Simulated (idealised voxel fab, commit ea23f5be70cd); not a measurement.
You're looking at the process module voxel plated lines.
Section cut is 225 nm wide and gridded with 5 nm square cells.
Bands, listed from the top down, are how a cross-section gets written in this document; the cross-section itself is a grid of square cells, and a band is one or more rows of them.
Basically the band line says how high the top is and how high the bottom is, in nm, and then what's in it from left to right, every material with its width in nm. Empty space shows up as "air", and if a single material carries "everywhere" it runs the full band edge to edge.
Beneath 0, the wafer as received is one material, and that level is where height counting begins. The lowest band goes on downward without a bottom; it is written like "from 0 down".
Note: "30..40" means the width goes from the first number (top row of the band) to the second number (bottom row) in equal steps per row of cells.
Step marked "stayed the same"? Then no cell in the cross-section changed in it.
Closed-off voids of 8+ cells (no open route to the top) go in "Enclosed void inventory", written width x height at distance from the left edge, in nm.
On a step's line, text after the settings is the simulator commenting on that step.
You can add "overlay nm" to a step's line. For a step with a mask, it describes how far the mask lay to the right of its planned position, and a negative number describes a lay to the left.
These are the steps we planned for the process
1: RECEIVE with material Si
2: CONFORMAL_DEP with material Al2O3, thk nm 15
3: DIRECTIONAL_DEP with material TiN, thk nm 5
4: PATTERN with tone open, mask id LINES, material resist, width nm 20, pitch nm 45, thk nm 30, overlay nm 0
5: EPI with material Ru, thk nm 5
6: EPI with material Ru, thk nm 10
7: STRIP with etch materials resist
8: DIRECTIONAL_ETCH with etch materials TiN, depth nm 5
9: CONFORMAL_DEP with material SiN, thk nm 5
Account of the first of two wafers, which was processed as intended
This is the cross-section of the wafer as we received it, i.e. after step 1
- from 0 down: Si everywhere
- Enclosed void inventory: none
Presented here is a cross-section of the wafer after step 2 has been performed
- from 15 to 0: Al2O3 everywhere
- At heights below 0, the structure remains unaltered.
Presented here is a cross-section of the wafer after step 3 has been performed
- from 20 to 15: TiN everywhere
- At heights below 15, the structure remains unaltered.
Presented here is a cross-section of the wafer after step 4 has been performed
- from 50 to 20: resist=35 | air=20 | resist=25 | air=20 | resist=25 | air=20 | resist=25 | air=20 | resist=35
- At heights below 20, the structure remains unaltered.
Presented here is a cross-section of the wafer after step 5 has been performed
- from 50 to 25: resist=35 | air=20 | resist=25 | air=20 | resist=25 | air=20 | resist=25 | air=20 | resist=35
- from 25 to 20: resist=35 | Ru=20 | resist=25 | Ru=20 | resist=25 | Ru=20 | resist=25 | Ru=20 | resist=35
- At heights below 20, the structure remains unaltered.
Presented here is a cross-section of the wafer after step 6 has been performed
- from 50 to 35: resist=35 | air=20 | resist=25 | air=20 | resist=25 | air=20 | resist=25 | air=20 | resist=35
- from 35 to 20: resist=35 | Ru=20 | resist=25 | Ru=20 | resist=25 | Ru=20 | resist=25 | Ru=20 | resist=35
- At heights below 20, the structure remains unaltered.
Presented here is a cross-section of the wafer after step 7 has been performed
- from 35 to 20: air=35 | Ru=20 | air=25 | Ru=20 | air=25 | Ru=20 | air=25 | Ru=20 | air=35
- At heights below 20, the structure remains unaltered.
Presented here is a cross-section of the wafer after step 8 has been performed
- from 35 to 20: air=35 | Ru=20 | air=25 | Ru=20 | air=25 | Ru=20 | air=25 | Ru=20 | air=35
- from 20 to 15: air=35 | TiN=20 | air=25 | TiN=20 | air=25 | TiN=20 | air=25 | TiN=20 | air=35
- At heights below 15, the structure remains unaltered.
Presented here is a cross-section of the wafer after step 9 has been performed
- from 40 to 35: air=30 | SiN=30 | air=15 | SiN=30 | air=15 | SiN=30 | air=15 | SiN=30 | air=30
- from 35 to 20: air=30 | SiN=5 | Ru=20 | SiN=5 | air=15 | SiN=5 | Ru=20 | SiN=5 | air=15 | SiN=5 | Ru=20 | SiN=5 | air=15 | SiN=5 | Ru=20 | SiN=5 | air=30
- from 20 to 15: SiN=35 | TiN=20 | SiN=25 | TiN=20 | SiN=25 | TiN=20 | SiN=25 | TiN=20 | SiN=35
- At heights below 15, the structure remains unaltered.
Second wafer, same starting state and plan as the first, one mistake in the run, identical through step 1
Here is the second wafer in cross-section at the point where step 2 of the plan should have been done: stayed the same
Here is the second wafer in cross-section at the point where step 3 of the plan should have been done
- from 5 to 0: TiN everywhere
- At heights below 0, the structure remains unaltered.
Here is the second wafer in cross-section at the point where step 4 of the plan should have been done
- from 35 to 5: resist=35 | air=20 | resist=25 | air=20 | resist=25 | air=20 | resist=25 | air=20 | resist=35
- At heights below 5, the structure remains unaltered.
Here is the second wafer in cross-section at the point where step 5 of the plan should have been done
- from 35 to 10: resist=35 | air=20 | resist=25 | air=20 | resist=25 | air=20 | resist=25 | air=20 | resist=35
- from 10 to 5: resist=35 | Ru=20 | resist=25 | Ru=20 | resist=25 | Ru=20 | resist=25 | Ru=20 | resist=35
- At heights below 5, the structure remains unaltered.
Here is the second wafer in cross-section at the point where step 6 of the plan should have been done
- from 35 to 20: resist=35 | air=20 | resist=25 | air=20 | resist=25 | air=20 | resist=25 | air=20 | resist=35
- from 20 to 5: resist=35 | Ru=20 | resist=25 | Ru=20 | resist=25 | Ru=20 | resist=25 | Ru=20 | resist=35
- At heights below 5, the structure remains unaltered.
Here is the second wafer in cross-section at the point where step 7 of the plan should have been done
- from 20 to 5: air=35 | Ru=20 | air=25 | Ru=20 | air=25 | Ru=20 | air=25 | Ru=20 | air=35
- At heights below 5, the structure remains unaltered.
Here is the second wafer in cross-section at the point where step 8 of the plan should have been done
- from 20 to 5: air=35 | Ru=20 | air=25 | Ru=20 | air=25 | Ru=20 | air=25 | Ru=20 | air=35
- from 5 to 0: air=35 | TiN=20 | air=25 | TiN=20 | air=25 | TiN=20 | air=25 | TiN=20 | air=35
- At heights below 0, the structure remains unaltered.
Here is the second wafer in cross-section at the point where step 9 of the plan should have been done
- from 25 to 20: air=30 | SiN=30 | air=15 | SiN=30 | air=15 | SiN=30 | air=15 | SiN=30 | air=30
- from 20 to 5: air=30 | SiN=5 | Ru=20 | SiN=5 | air=15 | SiN=5 | Ru=20 | SiN=5 | air=15 | SiN=5 | Ru=20 | SiN=5 | air=15 | SiN=5 | Ru=20 | SiN=5 | air=30
- from 5 to 0: SiN=35 | TiN=20 | SiN=25 | TiN=20 | SiN=25 | TiN=20 | SiN=25 | TiN=20 | SiN=35
- At heights below 0, the structure remains unaltered.
Plan not followed: execution of step 2 of the plan did not take place, the step having been omitted
The second wafer ends with more or fewer cells of some materials than the first, per final count: 135 fewer of Al2O3
